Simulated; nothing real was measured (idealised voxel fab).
process module | voxel released beams
cross-section cut | 190 nm wide | cells 5 nm
A cross-section is a grid of square cells, given in bands from the top down. A band is one or more rows of cells.
Each band's line starts with the height of the band's top and of its bottom, in nm. Then come its materials from left to right, each with its width in nm. One material with "throughout" fills the band from edge to edge. "air" is empty space.
Height 0 is the level under which the wafer as received is all one material. The lowest band goes on downwards, as in "0 down".
A width such as "30 to 40" changes by the same amount from each row of cells to the next, from the band's top row to its bottom row.
"no change" after a step means that no cell of the cross-section changed.
closed voids: empty space of 8 cells or more with no open way to the top, each as width x height at its distance from the left edge, in nm
after a step's settings: what the simulator itself notes on the step
overlay nm, on a step with a mask: how far to the right of its planned place the mask lay; to the left if negative
plan
1 op RECEIVE | material Si
2 op CONFORMAL_DEP | material Al2O3 | thk nm 5
3 op DIRECTIONAL_DEP | material SiO2 | thk nm 20
4 op MASKED_ETCH | tone open | mask id ANCHOR | width nm 35 | etch materials SiO2 | depth nm 20 | overlay nm 0
5 op CONFORMAL_DEP | material W | thk nm 15
6 op DIRECTIONAL_DEP | material aC | thk nm 10
7 op PATTERN | tone cover | mask id BEAM | material resist | width nm 115 | thk nm 25 | overlay nm 0
8 op DIRECTIONAL_ETCH | etch materials aC | depth nm 10
9 op STRIP | etch materials resist
10 op DIRECTIONAL_ETCH | etch materials W | depth nm 15
11 op STRIP | etch materials aC
12 op STRIP | etch materials SiO2
first wafer, as planned
as received, after step 1
  0 down: Si throughout
  closed voids: none
after step 2
  5 to 0: Al2O3 throughout
  below 0: unchanged
after step 3
  25 to 5: SiO2 throughout
  below 5: unchanged
after step 4
  25 to 5: SiO2 40 | air 35 | SiO2 115
  below 5: unchanged
after step 5
  40 to 25: W 55 | air 5 | W 130
  25 to 20: SiO2 40 | W 15 | air 5 | W 15 | SiO2 115
  20 to 5: SiO2 40 | W 35 | SiO2 115
  below 5: unchanged
after step 6
  50 to 40: aC 55 | air 5 | aC 130
  40 to 30: W 55 | air 5 | W 130
  30 to 25: W 55 | aC 5 | W 130
  25 to 20: SiO2 40 | W 15 | aC 5 | W 15 | SiO2 115
  below 20: unchanged
after step 7
  75 to 50: air 35 | resist 115 | air 40
  50 to 40: aC 55 | resist 5 | aC 130
  40 to 30: W 55 | resist 5 | W 130
  below 30: unchanged
after step 8
  65 to 50: air 35 | resist 115 | air 40
  50 to 40: air 35 | aC 20 | resist 5 | aC 90 | air 40
  below 40: unchanged
after step 9
  50 to 40: air 35 | aC 20 | air 5 | aC 90 | air 40
  40 to 30: W 55 | air 5 | W 130
  below 30: unchanged
after step 10
  50 to 40: air 35 | aC 20 | air 5 | aC 90 | air 40
  40 to 30: air 35 | W 20 | air 5 | W 90 | air 40
  30 to 25: air 35 | W 20 | aC 5 | W 90 | air 40
  below 25: unchanged
after step 11
  40 to 25: air 35 | W 20 | air 5 | W 90 | air 40
  25 to 20: SiO2 40 | W 15 | air 5 | W 15 | SiO2 115
  below 20: unchanged
after step 12
  40 to 25: air 35 | W 20 | air 5 | W 90 | air 40
  25 to 20: air 40 | W 15 | air 5 | W 15 | air 115
  20 to 5: air 40 | W 35 | air 115
  below 5: unchanged
second wafer: like start, like plan, one mistake. Through step 5 it matches the first wafer
when step 6 should have ended
  50 to 40: Al2O3 55 | air 5 | Al2O3 130
  40 to 30: W 55 | air 5 | W 130
  30 to 25: W 55 | Al2O3 5 | W 130
  25 to 20: SiO2 40 | W 15 | Al2O3 5 | W 15 | SiO2 115
  below 20: unchanged
when step 7 should have ended
  75 to 50: air 35 | resist 115 | air 40
  50 to 40: Al2O3 55 | resist 5 | Al2O3 130
  40 to 30: W 55 | resist 5 | W 130
  below 30: unchanged
when step 8 should have ended
  65 to 50: air 35 | resist 115 | air 40
  below 50: unchanged
when step 9 should have ended
  50 to 40: Al2O3 55 | air 5 | Al2O3 130
  40 to 30: W 55 | air 5 | W 130
  below 30: unchanged
when step 10 should have ended: no change
when step 11 should have ended: no change
when step 12 should have ended: no change
what went wrong: step 6 ran as: op DIRECTIONAL_DEP | material Al2O3 | thk nm 10
at the end the second wafer has, in cells: 76 more of Al2O3 | 124 more of SiO2 | 45 more of W
